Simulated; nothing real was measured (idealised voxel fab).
Process module under the name voxel trench capacitor
Shown is cross-section cut, with a width of 185 nm and square cells of size 5 nm.
In what follows, cross-sections appear as grids of square cells, described through bands that run from the top down, where every band is one or more rows of cells.
The entry gives the band's vertical extent as a top height and a bottom height in nm, then its horizontal make-up as materials from left to right, each with a width in nm. "air" stands for empty space; a single material marked "edge to edge" fills the band edge to edge.
Ref level 0: as-received wafer is one material below here. Bottom band extends down with no lower bound ("0 nm and below").
The notation "30->40" denotes a width that varies across the rows of cells in the band, beginning at the first number in the top row, finishing at the second number in the bottom row, and changing by an identical amount from each row to the next.
Take "nothing got changed" at face value: in the step it is given for, the cross-section changed in none of its cells.
"Sealed void inventory" lists enclosed empty spaces (at least 8 cells, no open path upward to the top), each as width x height at distance from the left edge, in nm.
Heads up: the bit after the settings on a step's line is the simulator's remark on that step.
On any step carrying a mask, the "overlay nm" setting, if present on the step's line, tells how far right of its planned place the mask lay; negative values point to the left.

[Intended process steps]
1: RECEIVE (material Si)
2: CONFORMAL_DEP (material SiN; thk nm 10)
3: PATTERN (tone open; mask id TRENCH; material resist; width nm 15; pitch nm 40; thk nm 15; overlay nm 0)
4: DIRECTIONAL_ETCH (etch materials SiN; depth nm 10)
5: DIRECTIONAL_ETCH (etch materials Si; depth nm 30)
6: STRIP (etch materials resist)
7: CONFORMAL_DEP (material Al2O3; thk nm 5)
8: FILL_DEP (material polySi; thk nm 5)
9: CMP (height nm 10)

[Shown in cross-section is the wafer as received, that is, as it stands after step 1]
> 0 nm and below: Si edge to edge
> Sealed void inventory: none

[first wafer at the end, as planned]
> 10 nm to 0 nm: SiN (25)  Al2O3 (5)  polySi (5)  Al2O3 (5)  SiN (25)  Al2O3 (5)  polySi (5)  Al2O3 (5)  SiN (25)  Al2O3 (5)  polySi (5)  Al2O3 (5)  SiN (25)  Al2O3 (5)  polySi (5)  Al2O3 (5)  SiN (25)
> 0 nm to -25 nm: Si (25)  Al2O3 (5)  polySi (5)  Al2O3 (5)  Si (25)  Al2O3 (5)  polySi (5)  Al2O3 (5)  Si (25)  Al2O3 (5)  polySi (5)  Al2O3 (5)  Si (25)  Al2O3 (5)  polySi (5)  Al2O3 (5)  Si (25)
> -25 nm to -30 nm: Si (25)  Al2O3 (15)  Si (25)  Al2O3 (15)  Si (25)  Al2O3 (15)  Si (25)  Al2O3 (15)  Si (25)
> -30 nm and below: Si edge to edge
> Sealed void inventory: none

[What the second wafer looks like in cross-section once the module is done. Its start and its plan matched the first wafer's exactly; what differed was one mistake in how it was run]
> 10 nm to 0 nm: SiN (25)  Al2O3 (5)  polySi (5)  Al2O3 (5)  SiN (25)  Al2O3 (5)  polySi (5)  Al2O3 (5)  SiN (25)  Al2O3 (5)  polySi (5)  Al2O3 (5)  SiN (25)  Al2O3 (5)  polySi (5)  Al2O3 (5)  SiN (25)
> 0 nm to -55 nm: Si (25)  Al2O3 (5)  polySi (5)  Al2O3 (5)  Si (25)  Al2O3 (5)  polySi (5)  Al2O3 (5)  Si (25)  Al2O3 (5)  polySi (5)  Al2O3 (5)  Si (25)  Al2O3 (5)  polySi (5)  Al2O3 (5)  Si (25)
> -55 nm to -60 nm: Si (25)  Al2O3 (15)  Si (25)  Al2O3 (15)  Si (25)  Al2O3 (15)  Si (25)  Al2O3 (15)  Si (25)
> -60 nm and below: Si edge to edge
> Sealed void inventory: none
It is concluded that the wafer was processed incorrectly with respect to the plan, in that twice over, step 5 of the plan was run
The second wafer ends with more or fewer cells of some materials than the first, per final count: +48 Al2O3 | -72 Si | +24 polySi
